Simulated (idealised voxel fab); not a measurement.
voxel self aligned contacts: a process module
Displayed cross-section: cut, width of 195 nm, square cells sized 5 nm.
Cross-section, as written here: a square-cell grid given band by band from the top down, where a band holds one or more rows of cells.
This entry defines a band. It first specifies the height of the band's top and the height of its bottom in nm, and then specifies the band's materials from left to right, stating each material with its width in nm. The word "full width" identifies a single material that fills the band from edge to edge, while the word "air" identifies empty space.
All heights in this document are referenced to 0, defined as the level beneath which the wafer, as received, consists entirely of one material. The lowest band is not bounded below; it extends indefinitely downward and is written in the form "0 -> down".
When a width is written as two numbers, as in "30->40", the first number is the width in the top row of cells of the band and the second is the width in its bottom row, and the width changes by the same amount from each row to the next.
For the purposes of this document, the phrase "no modifications" attached to a step denotes that no cell within the cross-section was modified by that step.
Closed void register: empty space of 8 cells or more with no open way to the top, each as width x height at its distance from the left edge, in nm
Anything after a step's settings on that line? It's the simulator's own note about the step.
Among the settings permitted on a step's line is "overlay nm"; applied to a step with a mask, it specifies the extent to which the mask lay to the right of its planned position, whereas a negative figure signifies a position to the left.

[Planned process steps]
1 op RECEIVE | material Si
2 op OXIDIZE | depth nm 5
3 op DIRECTIONAL_DEP | material polySi | thk nm 20
4 op DIRECTIONAL_DEP | material SiN | thk nm 25
5 op MASKED_ETCH | tone cover | mask id GATE | width nm 30 | pitch nm 70 | etch materials SiN | depth nm 25 | overlay nm 0
6 op MASKED_ETCH | tone cover | mask id GATE | width nm 30 | pitch nm 70 | etch materials polySi | depth nm 20 | overlay nm 0
7 op CONFORMAL_DEP | material SiN | thk nm 10
8 op DIRECTIONAL_ETCH | etch materials SiN | depth nm 10
9 op FILL_DEP | material SiO2 | thk nm 15
10 op CMP | height nm 50
11 op DIRECTIONAL_DEP | material aC | thk nm 15
12 op PATTERN | tone open | mask id CONTACT | material resist | width nm 50 | thk nm 35 | overlay nm 0
13 op DIRECTIONAL_ETCH | etch materials aC | depth nm 15
14 op STRIP | etch materials resist
15 op DIRECTIONAL_ETCH | etch materials SiO2 | depth nm 55
16 op STRIP | etch materials aC
17 op CONFORMAL_DEP | material TiN | thk nm 5
18 op FILL_DEP | material Ru | thk nm 10
19 op CMP | height nm 50
20 op CONFORMAL_DEP | material SiCN | thk nm 5

[This is the cross-section of the wafer as we received it, i.e. after step 1]
  0 -> down = Si full width
  Closed void register: none

[Cross-sectional result after module completion. Note: starting condition and plan are unchanged from above; one processing mistake was made]
  55 -> 50 = SiCN full width
  50 -> 40 = SiO2=35  SiN=50  TiN=5  Ru=10  TiN=5  SiN=50  SiO2=40
  40 -> 25 = SiO2=35  SiN=10  polySi=30  SiN=10  TiN=5  Ru=10  TiN=5  SiN=10  polySi=30  SiN=10  SiO2=40
  25 -> 20 = SiO2=35  SiN=10  polySi=30  SiN=10  TiN=20  SiN=10  polySi=30  SiN=10  SiO2=40
  20 -> 0 = polySi full width
  0 -> -5 = SiO2 full width
  -5 -> down = Si full width
  Closed void register: none
In executing the process, a mistake was made relative to the plan: step 3 in the plan was executed twice
